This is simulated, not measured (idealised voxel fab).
Process module heading - voxel lift off
It is cross-section cut that appears here, measuring 270 nm in width, its square cells being 5 nm in size.
Each cross-section below is a grid of square cells, stated as bands in top-down order, with one or more rows of cells making up each band. Per band: top height and bottom height in nm, followed by the left-to-right materials and their widths in nm; "throughout" marks a single material spanning edge to edge, "air" marks empty space. Heights are reckoned from 0. Under this level, the received wafer is all of one material. The bottommost band is open-ended downward, for example "z 0 and below". Top row gets the first number, bottom row gets the second, and each row in between changes by the same step: that is how a band width like "30 to 40" works. Where a step carries "no alterations made", the cross-section came out of it unchanged, cell for cell. "Closed void list" enumerates empty spaces isolated from the top, with no open way to it, that contain at least 8 cells, giving each as width x height at distance from the left edge, all three in nm. The remark found on a step's line after its settings is issued by the simulator itself and pertains to that step. "overlay nm" denotes, for a step that has a mask, the displacement of the mask to the right of its planned place, with negative values corresponding to the left.
-- These are the steps we planned for the process
1. RECEIVE,material Si
2. CONFORMAL_DEP,material SiN,thk nm 5
3. PATTERN,tone open,mask id LINES,material resist,width nm 15,pitch nm 45,thk nm 20,overlay nm 0
4. DIRECTIONAL_DEP,material Ru,thk nm 10
5. STRIP,etch materials resist
6. CONFORMAL_DEP,material SiCN,thk nm 10
-- First of two wafers, with the run carried out as planned
-- Delivered wafer in cross-section: state after step 1
- z 0 and below: Si throughout
- Closed void list: none
-- The wafer in cross-section once step 2 is complete
- z 5 to 0: SiN throughout
- Below 0 it's all the same as before, nothing changed down there.
-- The wafer in cross-section once step 3 is complete
- z 25 to 5: 60 resist, then 15 air, then 30 resist, then 15 air, then 30 resist, then 15 air, then 30 resist, then 15 air, then 60 resist
- Below 5 it's all the same as before, nothing changed down there.
-- The wafer in cross-section once step 4 is complete
- z 35 to 25: 60 Ru, then 15 air, then 30 Ru, then 15 air, then 30 Ru, then 15 air, then 30 Ru, then 15 air, then 60 Ru
- z 25 to 15: 60 resist, then 15 air, then 30 resist, then 15 air, then 30 resist, then 15 air, then 30 resist, then 15 air, then 60 resist
- z 15 to 5: 60 resist, then 15 Ru, then 30 resist, then 15 Ru, then 30 resist, then 15 Ru, then 30 resist, then 15 Ru, then 60 resist
- Below 5 it's all the same as before, nothing changed down there.
-- The wafer in cross-section once step 5 is complete
- z 15 to 5: 60 air, then 15 Ru, then 30 air, then 15 Ru, then 30 air, then 15 Ru, then 30 air, then 15 Ru, then 60 air
- Below 5 it's all the same as before, nothing changed down there.
-- The wafer in cross-section once step 6 is complete
- z 25 to 15: 50 air, then 35 SiCN, then 10 air, then 35 SiCN, then 10 air, then 35 SiCN, then 10 air, then 35 SiCN, then 50 air
- z 15 to 5: 60 SiCN, then 15 Ru, then 30 SiCN, then 15 Ru, then 30 SiCN, then 15 Ru, then 30 SiCN, then 15 Ru, then 60 SiCN
- Below 5 it's all the same as before, nothing changed down there.
-- Second wafer, same starting state and plan as the first, one mistake in the run, identical through step 4
-- Second wafer profile in section, at the moment step 5 of the plan was meant to be complete
- z 15 to 5: 60 air, then 15 Ru, then 30 air, then 15 Ru, then 30 air, then 15 Ru, then 30 air, then 15 Ru, then 60 air
- Below 5 it's all the same as before, nothing changed down there.
-- Second wafer profile in section, at the moment step 6 of the plan was meant to be complete
- z 25 to 15: 50 air, then 35 SiCN, then 10 air, then 35 SiCN, then 10 air, then 35 SiCN, then 10 air, then 35 SiCN, then 50 air
- z 15 to 5: 60 SiCN, then 15 Ru, then 30 SiCN, then 15 Ru, then 30 SiCN, then 15 Ru, then 30 SiCN, then 15 Ru, then 60 SiCN
- Below 5 it's all the same as before, nothing changed down there.
Want to know what went wrong? the plan's step 5 ran twice
The two wafers come out with the same cross-section, meaning that, for this model, the mistake has no consequence in the computed result.
